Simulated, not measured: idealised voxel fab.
Documented hereafter: the process module known as voxel ribs on slabs.
Shown is cross-section cut, with a width of 175 nm and square cells of size 5 nm.
Cross-section = grid of square cells, listed top down in bands; band = one or more rows.
Heads up on the band format: heights come first, top then bottom, in nm. After that it's the materials left to right, each with its width in nm. A single material flagged "all across" fills the whole band edge to edge, and "empty" means there's empty space there.
The reference from which all heights are counted is 0, the level beneath which the as-received wafer is entirely one material; the lowest band, having no lower bound, proceeds downward and is written after the example "z 0 and below".
The expression "30->40" gives the width at the extremes of the band, the first number at its top row of cells and the second at its bottom row, with the width changing by equal amounts from each row to the next in between.
"nothing different" after a step means that no cell of the cross-section changed.
What "Unvented cavities" gives you is every empty space of 8 cells or more that is cut off from the top. Each appears as width x height at distance, with the distance taken from the left edge and width, height and distance all in nm.
Note: text after step settings on the step line = simulator remark on that step.
On any step carrying a mask, the "overlay nm" setting, if present on the step's line, tells how far right of its planned place the mask lay; negative values point to the left.

Process steps foreseen in the plan
| 1 | RECEIVE: material Si |
| 2 | DIRECTIONAL_DEP: material SiO2, thk nm 30 |
| 3 | DIRECTIONAL_DEP: material SiN, thk nm 20 |
| 4 | PATTERN: tone cover, mask id RIB, material resist, width nm 25, thk nm 20, overlay nm 0 |
| 5 | DIRECTIONAL_ETCH: etch materials SiN, depth nm 10 |
| 6 | STRIP: etch materials resist |
| 7 | PATTERN: tone cover, mask id SLAB, material resist, width nm 65, thk nm 15, overlay nm 0 |
| 8 | DIRECTIONAL_ETCH: etch materials SiN, depth nm 10 |
| 9 | STRIP: etch materials resist |
| 10 | FILL_DEP: material SiO2, thk nm 20 |
| 11 | CMP: height nm 65 |
| 12 | DIRECTIONAL_DEP: material W, thk nm 10 |
| 13 | MASKED_ETCH: tone cover, mask id HEATER, width nm 35, etch materials W, depth nm 10, overlay nm 0 |
| 14 | CONFORMAL_DEP: material SiN, thk nm 5 |

Incoming wafer in cross-section (state: after step 1)
z 0 and below  Si all across
Unvented cavities: none

Cross-section, first of two wafers, end of module, run as planned
z 80 to 75  empty 65 nm | SiN 45 nm | empty 65 nm
z 75 to 70  empty 65 nm | SiN 5 nm | W 35 nm | SiN 5 nm | empty 65 nm
z 70 to 65  SiN 70 nm | W 35 nm | SiN 70 nm
z 65 to 50  SiO2 all across
z 50 to 40  SiO2 75 nm | SiN 25 nm | SiO2 75 nm
z 40 to 30  SiO2 55 nm | SiN 65 nm | SiO2 55 nm
z 30 to 0  SiO2 all across
z 0 and below  Si all across
Unvented cavities: none

Wafer two cross-section, module end. Start and plan unchanged from wafer one; one mistake made during the run
z 80 to 75  empty 60 nm | SiN 45 nm | empty 70 nm
z 75 to 70  empty 60 nm | SiN 5 nm | W 35 nm | SiN 5 nm | empty 70 nm
z 70 to 65  SiN 65 nm | W 35 nm | SiN 75 nm
z 65 to 50  SiO2 all across
z 50 to 40  SiO2 75 nm | SiN 25 nm | SiO2 75 nm
z 40 to 30  SiO2 55 nm | SiN 65 nm | SiO2 55 nm
z 30 to 0  SiO2 all across
z 0 and below  Si all across
Unvented cavities: none
Error vs. plan: planned and actual differ for step 13; actual: MASKED_ETCH: tone cover, mask id HEATER, width nm 35, etch materials W, depth nm 10, overlay nm -5
Matching per-material cell counts, mismatched positions: that is how the second wafer compares with the first at the end.
